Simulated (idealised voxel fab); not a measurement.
The name of this process module is voxel self aligned vias.
For reference, the cross-section in this document is cut, with width 260 nm and square cells of 5 nm.
We lay out every cross-section as a grid of square cells and spell it out in bands from the top down, where one band means one or more rows of cells.
Read a band's entry like this: the first values are the height of its top and the height of its bottom in nm, and what follows is the sequence of materials from left to right, each with its width in nm. Note that "blank" is empty space, and that a single material marked "full width" reaches across the band from edge to edge.
A quick word on heights: they are counted from 0, and under that level the wafer as it came to us is one material throughout. The lowest band is different from the rest in having no bottom; it simply continues downward, written as in "0 -> down".
The notation "30->40" denotes a width that varies across the rows of cells in the band, beginning at the first number in the top row, finishing at the second number in the bottom row, and changing by an identical amount from each row to the next.
A step reported as "nothing altered" is a step in which no cell of the cross-section changed.
Any empty space of 8 cells or more lacking an open way to the top shows up in "Tabulated closed voids" as width x height at distance, distance from the left edge, in nm.
after a step's settings: what the simulator itself notes on the step
You can add "overlay nm" to a step's line. For a step with a mask, it describes how far the mask lay to the right of its planned position, and a negative number describes a lay to the left.

[The steps planned for the process are as follows]
1,RECEIVE (material Si)
2,CONFORMAL_DEP (material SiO2; thk nm 15)
3,CONFORMAL_DEP (material SiCN; thk nm 5)
4,DIRECTIONAL_DEP (material SiO2; thk nm 30)
5,PATTERN (tone open; mask id LINES; material resist; width nm 30; pitch nm 60; thk nm 20; overlay nm 0)
6,DIRECTIONAL_ETCH (etch materials SiO2; depth nm 30)
7,STRIP (etch materials resist)
8,CONFORMAL_DEP (material TiN; thk nm 5)
9,FILL_DEP (material Ru; thk nm 10)
10,CMP (height nm 50)
11,SELECTIVE_ETCH (etch materials W Ru TiN; depth nm 5)
12,FILL_DEP (material SiN; thk nm 10)
13,CMP (height nm 50)
14,DIRECTIONAL_DEP (material SiO2; thk nm 15)
15,MASKED_ETCH (tone open; mask id VIAS; width nm 40; pitch nm 60; etch materials SiO2; depth nm 15; overlay nm 0)
16,MASKED_ETCH (tone open; mask id VIAS; width nm 40; pitch nm 60; etch materials SiN; depth nm 5; overlay nm 0)
17,CONFORMAL_DEP (material TiN; thk nm 5)
18,FILL_DEP (material W; thk nm 10)
19,CMP (height nm 65)
20,CONFORMAL_DEP (material SiCN; thk nm 5)

[First wafer of two (run as planned)]

[As-received wafer cross-section (after step 1)]
	0 -> down  Si full width
	Tabulated closed voids: none

[Wafer xsec, post step 2]
	15 -> 0  SiO2 full width
	For the remainder of the cross-section, below 0, there is no change.

[Wafer xsec, post step 3]
	20 -> 15  SiCN full width
	For the remainder of the cross-section, below 15, there is no change.

[Wafer xsec, post step 4]
	50 -> 20  SiO2 full width
	For the remainder of the cross-section, below 20, there is no change.

[Wafer xsec, post step 5]
	70 -> 50  resist 55 | blank 30 | resist 30 | blank 30 | resist 30 | blank 30 | resist 55
	For the remainder of the cross-section, below 50, there is no change.

[Wafer xsec, post step 6]
	70 -> 50  resist 55 | blank 30 | resist 30 | blank 30 | resist 30 | blank 30 | resist 55
	50 -> 20  SiO2 55 | blank 30 | SiO2 30 | blank 30 | SiO2 30 | blank 30 | SiO2 55
	For the remainder of the cross-section, below 20, there is no change.

[Wafer xsec, post step 7]
	50 -> 20  SiO2 55 | blank 30 | SiO2 30 | blank 30 | SiO2 30 | blank 30 | SiO2 55
	For the remainder of the cross-section, below 20, there is no change.

[Wafer xsec, post step 8]
	55 -> 50  TiN 60 | blank 20 | TiN 40 | blank 20 | TiN 40 | blank 20 | TiN 60
	50 -> 25  SiO2 55 | TiN 5 | blank 20 | TiN 5 | SiO2 30 | TiN 5 | blank 20 | TiN 5 | SiO2 30 | TiN 5 | blank 20 | TiN 5 | SiO2 55
	25 -> 20  SiO2 55 | TiN 30 | SiO2 30 | TiN 30 | SiO2 30 | TiN 30 | SiO2 55
	For the remainder of the cross-section, below 20, there is no change.

[Wafer xsec, post step 9]
	65 -> 55  Ru full width
	55 -> 50  TiN 60 | Ru 20 | TiN 40 | Ru 20 | TiN 40 | Ru 20 | TiN 60
	50 -> 25  SiO2 55 | TiN 5 | Ru 20 | TiN 5 | SiO2 30 | TiN 5 | Ru 20 | TiN 5 | SiO2 30 | TiN 5 | Ru 20 | TiN 5 | SiO2 55
	For the remainder of the cross-section, below 25, there is no change.

[Wafer xsec, post step 10]
	50 -> 25  SiO2 55 | TiN 5 | Ru 20 | TiN 5 | SiO2 30 | TiN 5 | Ru 20 | TiN 5 | SiO2 30 | TiN 5 | Ru 20 | TiN 5 | SiO2 55
	For the remainder of the cross-section, below 25, there is no change.

[Wafer xsec, post step 11]
	50 -> 45  SiO2 55 | blank 30 | SiO2 30 | blank 30 | SiO2 30 | blank 30 | SiO2 55
	For the remainder of the cross-section, below 45, there is no change.

[Wafer xsec, post step 12]
	60 -> 50  SiN full width
	50 -> 45  SiO2 55 | SiN 30 | SiO2 30 | SiN 30 | SiO2 30 | SiN 30 | SiO2 55
	For the remainder of the cross-section, below 45, there is no change.

[Wafer xsec, post step 13]
	50 -> 45  SiO2 55 | SiN 30 | SiO2 30 | SiN 30 | SiO2 30 | SiN 30 | SiO2 55
	For the remainder of the cross-section, below 45, there is no change.

[Wafer xsec, post step 14]
	65 -> 50  SiO2 full width
	For the remainder of the cross-section, below 50, there is no change.

[Wafer xsec, post step 15]
	65 -> 50  SiO2 50 | blank 40 | SiO2 20 | blank 40 | SiO2 20 | blank 40 | SiO2 50
	For the remainder of the cross-section, below 50, there is no change.

[Wafer xsec, post step 16]
	65 -> 50  SiO2 50 | blank 40 | SiO2 20 | blank 40 | SiO2 20 | blank 40 | SiO2 50
	50 -> 45  SiO2 55 | blank 30 | SiO2 30 | blank 30 | SiO2 30 | blank 30 | SiO2 55
	For the remainder of the cross-section, below 45, there is no change.

[Wafer xsec, post step 17]
	70 -> 65  TiN 55 | blank 30 | TiN 30 | blank 30 | TiN 30 | blank 30 | TiN 55
	65 -> 55  SiO2 50 | TiN 5 | blank 30 | TiN 5 | SiO2 20 | TiN 5 | blank 30 | TiN 5 | SiO2 20 | TiN 5 | blank 30 | TiN 5 | SiO2 50
	55 -> 50  SiO2 50 | TiN 10 | blank 20 | TiN 10 | SiO2 20 | TiN 10 | blank 20 | TiN 10 | SiO2 20 | TiN 10 | blank 20 | TiN 10 | SiO2 50
	50 -> 45  SiO2 55 | TiN 30 | SiO2 30 | TiN 30 | SiO2 30 | TiN 30 | SiO2 55
	For the remainder of the cross-section, below 45, there is no change.

[Wafer xsec, post step 18]
	80 -> 70  W full width
	70 -> 65  TiN 55 | W 30 | TiN 30 | W 30 | TiN 30 | W 30 | TiN 55
	65 -> 55  SiO2 50 | TiN 5 | W 30 | TiN 5 | SiO2 20 | TiN 5 | W 30 | TiN 5 | SiO2 20 | TiN 5 | W 30 | TiN 5 | SiO2 50
	55 -> 50  SiO2 50 | TiN 10 | W 20 | TiN 10 | SiO2 20 | TiN 10 | W 20 | TiN 10 | SiO2 20 | TiN 10 | W 20 | TiN 10 | SiO2 50
	For the remainder of the cross-section, below 50, there is no change.

[Wafer xsec, post step 19]
	65 -> 55  SiO2 50 | TiN 5 | W 30 | TiN 5 | SiO2 20 | TiN 5 | W 30 | TiN 5 | SiO2 20 | TiN 5 | W 30 | TiN 5 | SiO2 50
	For the remainder of the cross-section, below 55, there is no change.

[Wafer xsec, post step 20]
	70 -> 65  SiCN full width
	For the remainder of the cross-section, below 65, there is no change.

[The second wafer began exactly as the first did and followed the same plan, but one mistake was made while running it; through step 14 inclusive, the two wafers are identical]

[Cross-section of the second wafer corresponding to the planned conclusion of step 15]
	65 -> 50  blank 50 | SiO2 40 | blank 20 | SiO2 40 | blank 20 | SiO2 40 | blank 50
	For the remainder of the cross-section, below 50, there is no change.

Cross-section of the second wafer corresponding to the planned conclusion of step 16: nothing altered

[Cross-section of the second wafer corresponding to the planned conclusion of step 17]
	70 -> 65  blank 45 | TiN 50 | blank 10 | TiN 50 | blank 10 | TiN 50 | blank 45
	65 -> 55  blank 45 | TiN 5 | SiO2 40 | TiN 5 | blank 10 | TiN 5 | SiO2 40 | TiN 5 | blank 10 | TiN 5 | SiO2 40 | TiN 5 | blank 45
	55 -> 50  TiN 50 | SiO2 40 | TiN 20 | SiO2 40 | TiN 20 | SiO2 40 | TiN 50
	For the remainder of the cross-section, below 50, there is no change.

[Cross-section of the second wafer corresponding to the planned conclusion of step 18]
	80 -> 70  W full width
	70 -> 65  W 45 | TiN 50 | W 10 | TiN 50 | W 10 | TiN 50 | W 45
	65 -> 55  W 45 | TiN 5 | SiO2 40 | TiN 5 | W 10 | TiN 5 | SiO2 40 | TiN 5 | W 10 | TiN 5 | SiO2 40 | TiN 5 | W 45
	For the remainder of the cross-section, below 55, there is no change.

[Cross-section of the second wafer corresponding to the planned conclusion of step 19]
	65 -> 55  W 45 | TiN 5 | SiO2 40 | TiN 5 | W 10 | TiN 5 | SiO2 40 | TiN 5 | W 10 | TiN 5 | SiO2 40 | TiN 5 | W 45
	For the remainder of the cross-section, below 55, there is no change.

[Cross-section of the second wafer corresponding to the planned conclusion of step 20]
	70 -> 65  SiCN full width
	For the remainder of the cross-section, below 65, there is no change.
It is concluded that the wafer was processed incorrectly with respect to the plan, in that step 15 off recipe, ran as MASKED_ETCH (tone cover; mask id VIAS; width nm 40; pitch nm 60; etch materials SiO2; depth nm 15; overlay nm 0)
Looking at both finished wafers in cells, the second ends up ahead of or behind the first on some materials: SiN +18 | SiO2 -12 | TiN -2 | W -4
